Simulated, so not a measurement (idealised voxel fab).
Documented hereafter: the process module known as voxel self aligned vias.
Shown is cross-section cut, with a width of 145 nm and square cells of size 5 nm.
If you're reading a cross-section in this doc, picture square cells in a grid; it comes to you as bands, top ones listed first down to the bottom, and a band can be one or more rows of cells.
This entry defines a band. It first specifies the height of the band's top and the height of its bottom in nm, and then specifies the band's materials from left to right, stating each material with its width in nm. The word "edge to edge" identifies a single material that fills the band from edge to edge, while the word "air" identifies empty space.
Zero point of the height axis is 0; under it, received wafer = one material. Lowest band: continues down indefinitely, "z 0 and below".
So if you see something like "30..40" for the width, read it as the top row of the band sitting at the first number and the bottom row at the second, with every row in between moving by the same amount as the last.
Any step labelled "nothing got changed" changed none of the cells in the cross-section.
Closed-off voids of 8+ cells (no open route to the top) go in "Closed internal voids", written width x height at distance from the left edge, in nm.
On a step's line, text after the settings is the simulator commenting on that step.
A step line may carry the setting "overlay nm", which, for steps involving a mask, states the distance by which the mask lay to the right of its intended position; negative values denote displacement to the left.

### The process steps that were planned are listed below
| 1 | op RECEIVE | material Si |
| 2 | op CONFORMAL_DEP | material SiO2 | thk nm 15 |
| 3 | op CONFORMAL_DEP | material SiCN | thk nm 5 |
| 4 | op DIRECTIONAL_DEP | material lowk | thk nm 25 |
| 5 | op MASKED_ETCH | tone open | mask id LINES | width nm 25 | pitch nm 65 | etch materials lowk | depth nm 25 | overlay nm 0 |
| 6 | op CONFORMAL_DEP | material TiN | thk nm 5 |
| 7 | op FILL_DEP | material Ru | thk nm 5 |
| 8 | op CMP | height nm 45 |
| 9 | op SELECTIVE_ETCH | etch materials W Ru TiN | depth nm 10 |
| 10 | op FILL_DEP | material SiN | thk nm 5 |
| 11 | op CMP | height nm 45 |
| 12 | op DIRECTIONAL_DEP | material lowk | thk nm 20 |
| 13 | op DIRECTIONAL_DEP | material aC | thk nm 15 |
| 14 | op PATTERN | tone open | mask id VIAS | material resist | width nm 45 | thk nm 35 | overlay nm 0 |
| 15 | op DIRECTIONAL_ETCH | etch materials aC | depth nm 15 |
| 16 | op STRIP | etch materials resist |
| 17 | op DIRECTIONAL_ETCH | etch materials lowk | depth nm 20 |
| 18 | op DIRECTIONAL_ETCH | etch materials SiN | depth nm 10 |
| 19 | op STRIP | etch materials aC |
| 20 | op CONFORMAL_DEP | material TiN | thk nm 5 |
| 21 | op FILL_DEP | material W | thk nm 10 |
| 22 | op CMP | height nm 65 |
| 23 | op CONFORMAL_DEP | material SiN | thk nm 5 |

### first wafer, as planned

### Cross-sectional view of the wafer in its as-received condition, corresponding to the state after step 1
> z 0 and below = Si edge to edge
> Closed internal voids: none

### Wafer section view after processing step 2
> z 15 to 0 = SiO2 edge to edge
> Nothing below the height 0 has changed.

### Wafer section view after processing step 3
> z 20 to 15 = SiCN edge to edge
> Nothing below the height 15 has changed.

### Wafer section view after processing step 4
> z 45 to 20 = lowk edge to edge
> Nothing below the height 20 has changed.

### Wafer section view after processing step 5
> z 45 to 20 = 25 of lowk  25 of air  40 of lowk  25 of air  30 of lowk
> Nothing below the height 20 has changed.

### Wafer section view after processing step 6
> z 50 to 45 = 30 of TiN  15 of air  50 of TiN  15 of air  35 of TiN
> z 45 to 25 = 25 of lowk  5 of TiN  15 of air  5 of TiN  40 of lowk  5 of TiN  15 of air  5 of TiN  30 of lowk
> z 25 to 20 = 25 of lowk  25 of TiN  40 of lowk  25 of TiN  30 of lowk
> Nothing below the height 20 has changed.

### Wafer section view after processing step 7
> z 55 to 50 = Ru edge to edge
> z 50 to 45 = 30 of TiN  15 of Ru  50 of TiN  15 of Ru  35 of TiN
> z 45 to 25 = 25 of lowk  5 of TiN  15 of Ru  5 of TiN  40 of lowk  5 of TiN  15 of Ru  5 of TiN  30 of lowk
> Nothing below the height 25 has changed.

### Wafer section view after processing step 8
> z 45 to 25 = 25 of lowk  5 of TiN  15 of Ru  5 of TiN  40 of lowk  5 of TiN  15 of Ru  5 of TiN  30 of lowk
> Nothing below the height 25 has changed.

### Wafer section view after processing step 9
> z 45 to 35 = 25 of lowk  25 of air  40 of lowk  25 of air  30 of lowk
> Nothing below the height 35 has changed.

### Wafer section view after processing step 10
> z 50 to 45 = SiN edge to edge
> z 45 to 35 = 25 of lowk  25 of SiN  40 of lowk  25 of SiN  30 of lowk
> Nothing below the height 35 has changed.

### Wafer section view after processing step 11
> z 45 to 35 = 25 of lowk  25 of SiN  40 of lowk  25 of SiN  30 of lowk
> Nothing below the height 35 has changed.

### Wafer section view after processing step 12
> z 65 to 45 = lowk edge to edge
> Nothing below the height 45 has changed.

### Wafer section view after processing step 13
> z 80 to 65 = aC edge to edge
> Nothing below the height 65 has changed.

### Wafer section view after processing step 14
> z 115 to 80 = 15 of resist  45 of air  85 of resist
> Nothing below the height 80 has changed.

### Wafer section view after processing step 15
> z 100 to 80 = 15 of resist  45 of air  85 of resist
> z 80 to 65 = 15 of aC  45 of air  85 of aC
> Nothing below the height 65 has changed.

### Wafer section view after processing step 16
> z 80 to 65 = 15 of aC  45 of air  85 of aC
> Nothing below the height 65 has changed.

### Wafer section view after processing step 17
> z 80 to 65 = 15 of aC  45 of air  85 of aC
> z 65 to 45 = 15 of lowk  45 of air  85 of lowk
> Nothing below the height 45 has changed.

### Wafer section view after processing step 18
> z 80 to 65 = 15 of aC  45 of air  85 of aC
> z 65 to 45 = 15 of lowk  45 of air  85 of lowk
> z 45 to 35 = 25 of lowk  25 of air  40 of lowk  25 of SiN  30 of lowk
> Nothing below the height 35 has changed.

### Wafer section view after processing step 19
> z 65 to 45 = 15 of lowk  45 of air  85 of lowk
> Nothing below the height 45 has changed.

### Wafer section view after processing step 20
> z 70 to 65 = 20 of TiN  35 of air  90 of TiN
> z 65 to 50 = 15 of lowk  5 of TiN  35 of air  5 of TiN  85 of lowk
> z 50 to 45 = 15 of lowk  15 of TiN  15 of air  15 of TiN  85 of lowk
> z 45 to 40 = 25 of lowk  5 of TiN  15 of air  5 of TiN  40 of lowk  25 of SiN  30 of lowk
> z 40 to 35 = 25 of lowk  25 of TiN  40 of lowk  25 of SiN  30 of lowk
> Nothing below the height 35 has changed.

### Wafer section view after processing step 21
> z 80 to 70 = W edge to edge
> z 70 to 65 = 20 of TiN  35 of W  90 of TiN
> z 65 to 50 = 15 of lowk  5 of TiN  35 of W  5 of TiN  85 of lowk
> z 50 to 45 = 15 of lowk  15 of TiN  15 of W  15 of TiN  85 of lowk
> z 45 to 40 = 25 of lowk  5 of TiN  15 of W  5 of TiN  40 of lowk  25 of SiN  30 of lowk
> Nothing below the height 40 has changed.

### Wafer section view after processing step 22
> z 65 to 50 = 15 of lowk  5 of TiN  35 of W  5 of TiN  85 of lowk
> Nothing below the height 50 has changed.

### Wafer section view after processing step 23
> z 70 to 65 = SiN edge to edge
> Nothing below the height 65 has changed.

### What follows concerns the second wafer, which started out like the first and was meant to follow the very same plan; one mistake crept in when it was run, but everything up to and including step 1 is the same as for the first wafer

### Second wafer shown in cross-section at the time step 2 was slated to end
> z 10 to 0 = SiO2 edge to edge
> Nothing below the height 0 has changed.

### Second wafer shown in cross-section at the time step 3 was slated to end
> z 15 to 10 = SiCN edge to edge
> Nothing below the height 10 has changed.

### Second wafer shown in cross-section at the time step 4 was slated to end
> z 40 to 15 = lowk edge to edge
> Nothing below the height 15 has changed.

### Second wafer shown in cross-section at the time step 5 was slated to end
> z 40 to 15 = 25 of lowk  25 of air  40 of lowk  25 of air  30 of lowk
> Nothing below the height 15 has changed.

### Second wafer shown in cross-section at the time step 6 was slated to end
> z 45 to 40 = 30 of TiN  15 of air  50 of TiN  15 of air  35 of TiN
> z 40 to 20 = 25 of lowk  5 of TiN  15 of air  5 of TiN  40 of lowk  5 of TiN  15 of air  5 of TiN  30 of lowk
> z 20 to 15 = 25 of lowk  25 of TiN  40 of lowk  25 of TiN  30 of lowk
> Nothing below the height 15 has changed.

### Second wafer shown in cross-section at the time step 7 was slated to end
> z 50 to 45 = Ru edge to edge
> z 45 to 40 = 30 of TiN  15 of Ru  50 of TiN  15 of Ru  35 of TiN
> z 40 to 20 = 25 of lowk  5 of TiN  15 of Ru  5 of TiN  40 of lowk  5 of TiN  15 of Ru  5 of TiN  30 of lowk
> Nothing below the height 20 has changed.

### Second wafer shown in cross-section at the time step 8 was slated to end
> z 45 to 40 = 30 of TiN  15 of Ru  50 of TiN  15 of Ru  35 of TiN
> Nothing below the height 40 has changed.

### Second wafer shown in cross-section at the time step 9 was slated to end
> z 40 to 35 = 25 of lowk  25 of air  40 of lowk  25 of air  30 of lowk
> Nothing below the height 35 has changed.

### Second wafer shown in cross-section at the time step 10 was slated to end
> z 45 to 40 = SiN edge to edge
> z 40 to 35 = 25 of lowk  25 of SiN  40 of lowk  25 of SiN  30 of lowk
> Nothing below the height 35 has changed.

Second wafer shown in cross-section at the time step 11 was slated to end: nothing got changed

### Second wafer shown in cross-section at the time step 12 was slated to end
> z 65 to 45 = lowk edge to edge
> Nothing below the height 45 has changed.

### Second wafer shown in cross-section at the time step 13 was slated to end
> z 80 to 65 = aC edge to edge
> Nothing below the height 65 has changed.

### Second wafer shown in cross-section at the time step 14 was slated to end
> z 115 to 80 = 15 of resist  45 of air  85 of resist
> Nothing below the height 80 has changed.

### Second wafer shown in cross-section at the time step 15 was slated to end
> z 100 to 80 = 15 of resist  45 of air  85 of resist
> z 80 to 65 = 15 of aC  45 of air  85 of aC
> Nothing below the height 65 has changed.

### Second wafer shown in cross-section at the time step 16 was slated to end
> z 80 to 65 = 15 of aC  45 of air  85 of aC
> Nothing below the height 65 has changed.

### Second wafer shown in cross-section at the time step 17 was slated to end
> z 80 to 65 = 15 of aC  45 of air  85 of aC
> z 65 to 45 = 15 of lowk  45 of air  85 of lowk
> Nothing below the height 45 has changed.

### Second wafer shown in cross-section at the time step 18 was slated to end
> z 80 to 65 = 15 of aC  45 of air  85 of aC
> z 65 to 45 = 15 of lowk  45 of air  85 of lowk
> z 45 to 40 = 15 of SiN  45 of air  85 of SiN
> z 40 to 35 = 25 of lowk  25 of air  40 of lowk  25 of SiN  30 of lowk
> Nothing below the height 35 has changed.

### Second wafer shown in cross-section at the time step 19 was slated to end
> z 65 to 45 = 15 of lowk  45 of air  85 of lowk
> Nothing below the height 45 has changed.

### Second wafer shown in cross-section at the time step 20 was slated to end
> z 70 to 65 = 20 of TiN  35 of air  90 of TiN
> z 65 to 45 = 15 of lowk  5 of TiN  35 of air  5 of TiN  85 of lowk
> z 45 to 40 = 15 of SiN  15 of TiN  15 of air  15 of TiN  85 of SiN
> z 40 to 35 = 25 of lowk  25 of TiN  40 of lowk  25 of SiN  30 of lowk
> Nothing below the height 35 has changed.

### Second wafer shown in cross-section at the time step 21 was slated to end
> z 80 to 70 = W edge to edge
> z 70 to 65 = 20 of TiN  35 of W  90 of TiN
> z 65 to 45 = 15 of lowk  5 of TiN  35 of W  5 of TiN  85 of lowk
> z 45 to 40 = 15 of SiN  15 of TiN  15 of W  15 of TiN  85 of SiN
> Nothing below the height 40 has changed.

### Second wafer shown in cross-section at the time step 22 was slated to end
> z 65 to 45 = 15 of lowk  5 of TiN  35 of W  5 of TiN  85 of lowk
> Nothing below the height 45 has changed.

### Second wafer shown in cross-section at the time step 23 was slated to end
> z 70 to 65 = SiN edge to edge
> Nothing below the height 65 has changed.
What was done differently from what was planned? step 2, actual vs plan mismatch, actual run op CONFORMAL_DEP | material SiO2 | thk nm 10
FYI, end of process, the second wafer has more or fewer cells of some materials than the first: +6 Ru, +15 SiN, -29 SiO2, +4 TiN, +4 W
